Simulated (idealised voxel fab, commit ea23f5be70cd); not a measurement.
A process module follows: voxel ribs on slabs.
Pictured: cross-section cut, 295 nm wide, on a grid of 5 nm square cells.
Format of a cross-section: grid, square cells. Given as bands. Order: top down. Band: one or more rows of cells. Band: top height; bottom height; in nm. Then, left to right: material with width in nm, for each material. "throughout": a single material spanning edge to edge. "blank": empty space. Below 0: as-received wafer, all one material; heights counted from there. Lowest band: no bottom, goes on down, written "0 and below". A width given as "30->40" starts at the first number in the band's top row and ends at the second number in its bottom row, shifting by an equal amount at every step from row to row. Basically "no change occurred" means that step didn't change any cell in the cross-section. Listed in "Closed cavity list": every empty space of 8 or more cells without an open way to the top. Form: width x height at distance, the distance being from the left edge, all in nm. Read whatever lies past the settings on a step's line as the simulator's own remark about the step. On any step carrying a mask, the "overlay nm" setting, if present on the step's line, tells how far right of its planned place the mask lay; negative values point to the left.

Intended process steps:
1) RECEIVE, material Si
2) DIRECTIONAL_DEP, material SiO2, thk nm 30
3) DIRECTIONAL_DEP, material polySi, thk nm 25
4) PATTERN, tone cover, mask id RIB, material resist, width nm 30, thk nm 20, overlay nm 0
5) DIRECTIONAL_ETCH, etch materials polySi, depth nm 15
6) STRIP, etch materials resist
7) MASKED_ETCH, tone cover, mask id SLAB, width nm 60, etch materials polySi, depth nm 10, overlay nm 0
8) FILL_DEP, material SiO2, thk nm 30
9) CMP, height nm 75
10) DIRECTIONAL_DEP, material W, thk nm 5
11) DIRECTIONAL_DEP, material aC, thk nm 10
12) PATTERN, tone cover, mask id HEATER, material resist, width nm 40, thk nm 25, overlay nm 0
13) DIRECTIONAL_ETCH, etch materials aC, depth nm 10
14) STRIP, etch materials resist
15) DIRECTIONAL_ETCH, etch materials W, depth nm 5
16) STRIP, etch materials aC
17) CONFORMAL_DEP, material SiO2, thk nm 10

Incoming wafer, cross-sectional view, post step 1:
  0 and below | Si throughout
  Closed cavity list: none

Below is the wafer in cross-section after the module was completed. It began from the starting point shown above and followed the plan shown above, except that one mistake was made while running it:
  90 down to 85 | SiO2 135 nm, blank 20 nm, SiO2 140 nm
  85 down to 80 | SiO2 throughout
  80 down to 75 | W 125 nm, SiO2 40 nm, W 130 nm
  75 down to 55 | SiO2 throughout
  55 down to 40 | SiO2 130 nm, polySi 30 nm, SiO2 135 nm
  40 down to 30 | SiO2 115 nm, polySi 60 nm, SiO2 120 nm
  30 down to 0 | SiO2 throughout
  0 and below | Si throughout
  Closed cavity list: none
Deviation noted in wafer processing: contrary to plan, step 12 was performed as PATTERN, tone open, mask id HEATER, material resist, width nm 40, thk nm 25, overlay nm 0
